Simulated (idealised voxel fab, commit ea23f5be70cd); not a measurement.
This section sets out a process module, namely voxel tone inversion.
Xsec cut, 255 nm wide, square cell size 5 nm.
Reading order for cross-sections: top band down to bottom band. Underlying form: a grid of square cells. Band size: one or more rows of cells. Top, bottom (nm), then materials left to right with widths (nm); lone material tagged "all across" fills the whole band edge to edge; "air" = empty space. A quick word on heights: they are counted from 0, and under that level the wafer as it came to us is one material throughout. The lowest band is different from the rest in having no bottom; it simply continues downward, written as in "0 -> down". A width given as "30->40" starts at the first number in the band's top row and ends at the second number in its bottom row, shifting by an equal amount at every step from row to row. "same as before" for a step: no cell of the cross-section changed in that step. Reported under the label "Enclosed internal cavities" are the empty spaces having no open way to the top and comprising 8 cells or more; the notation for each is width x height at distance, in which the distance is measured from the left edge and all three values are in nm. If you see something after the settings on a step's line, that's the simulator's own remark about that step. overlay nm: step with mask; distance mask lay right of planned place; negative value = left of planned place.

HERE'S WHAT THE PLANNED PROCESS STEPS LOOK LIKE
1,RECEIVE (material Si)
2,CONFORMAL_DEP (material SiN; thk nm 5)
3,DIRECTIONAL_DEP (material aC; thk nm 25)
4,PATTERN (tone cover; mask id POSTS; material resist; width nm 15; pitch nm 35; thk nm 35; overlay nm 0)
5,DIRECTIONAL_ETCH (etch materials aC; depth nm 25)
6,STRIP (etch materials resist)
7,FILL_DEP (material lowk; thk nm 10)
8,CMP (height nm 30)
9,STRIP (etch materials aC)
10,CONFORMAL_DEP (material TiN; thk nm 5)
11,FILL_DEP (material Cu; thk nm 10)
12,CMP (height nm 30)
13,CONFORMAL_DEP (material SiN; thk nm 5)

FIRST OF TWO WAFERS, WITH THE RUN CARRIED OUT AS PLANNED

WAFER AT RECEIPT (POST STEP 1), CROSS-SECTION
> 0 -> down: Si all across
> Enclosed internal cavities: none

CROSS-SECTION: WAFER STATE AFTER STEP 2
> 5 -> 0: SiN all across
> Heights below 0 show no change.

CROSS-SECTION: WAFER STATE AFTER STEP 3
> 30 -> 5: aC all across
> Heights below 5 show no change.

CROSS-SECTION: WAFER STATE AFTER STEP 4
> 65 -> 30: air (100), then resist (15), then air (20), then resist (15), then air (105)
> Heights below 30 show no change.

CROSS-SECTION: WAFER STATE AFTER STEP 5
> 40 -> 30: air (100), then resist (15), then air (20), then resist (15), then air (105)
> 30 -> 5: air (100), then aC (15), then air (20), then aC (15), then air (105)
> Heights below 5 show no change.

CROSS-SECTION: WAFER STATE AFTER STEP 6
> 30 -> 5: air (100), then aC (15), then air (20), then aC (15), then air (105)
> Heights below 5 show no change.

CROSS-SECTION: WAFER STATE AFTER STEP 7
> 40 -> 30: lowk all across
> 30 -> 5: lowk (100), then aC (15), then lowk (20), then aC (15), then lowk (105)
> Heights below 5 show no change.

CROSS-SECTION: WAFER STATE AFTER STEP 8
> 30 -> 5: lowk (100), then aC (15), then lowk (20), then aC (15), then lowk (105)
> Heights below 5 show no change.

CROSS-SECTION: WAFER STATE AFTER STEP 9
> 30 -> 5: lowk (100), then air (15), then lowk (20), then air (15), then lowk (105)
> Heights below 5 show no change.

CROSS-SECTION: WAFER STATE AFTER STEP 10
> 35 -> 30: TiN (105), then air (5), then TiN (30), then air (5), then TiN (110)
> 30 -> 10: lowk (100), then TiN (5), then air (5), then TiN (5), then lowk (20), then TiN (5), then air (5), then TiN (5), then lowk (105)
> 10 -> 5: lowk (100), then TiN (15), then lowk (20), then TiN (15), then lowk (105)
> Heights below 5 show no change.

CROSS-SECTION: WAFER STATE AFTER STEP 11
> 45 -> 35: Cu all across
> 35 -> 30: TiN (105), then Cu (5), then TiN (30), then Cu (5), then TiN (110)
> 30 -> 10: lowk (100), then TiN (5), then Cu (5), then TiN (5), then lowk (20), then TiN (5), then Cu (5), then TiN (5), then lowk (105)
> Heights below 10 show no change.

CROSS-SECTION: WAFER STATE AFTER STEP 12
> 30 -> 10: lowk (100), then TiN (5), then Cu (5), then TiN (5), then lowk (20), then TiN (5), then Cu (5), then TiN (5), then lowk (105)
> Heights below 10 show no change.

CROSS-SECTION: WAFER STATE AFTER STEP 13
> 35 -> 30: SiN all across
> Heights below 30 show no change.

WHAT FOLLOWS CONCERNS THE SECOND WAFER, WHICH STARTED OUT LIKE THE FIRST AND WAS MEANT TO FOLLOW THE VERY SAME PLAN; ONE MISTAKE CREPT IN WHEN IT WAS RUN, BUT EVERYTHING UP TO AND INCLUDING STEP 11 IS THE SAME AS FOR THE FIRST WAFER

SECOND WAFER PROFILE IN SECTION, AT THE MOMENT STEP 12 OF THE PLAN WAS MEANT TO BE COMPLETE
> 20 -> 10: lowk (100), then TiN (5), then Cu (5), then TiN (5), then lowk (20), then TiN (5), then Cu (5), then TiN (5), then lowk (105)
> Heights below 10 show no change.

SECOND WAFER PROFILE IN SECTION, AT THE MOMENT STEP 13 OF THE PLAN WAS MEANT TO BE COMPLETE
> 25 -> 20: SiN all across
> Heights below 20 show no change.
So what did we get wrong on this run? step 12 did not happen as planned, as run it was CMP (height nm 20)
Heads up, by the end the second wafer has more or fewer cells of some materials compared to the first: -4 Cu; -8 TiN; -90 lowk
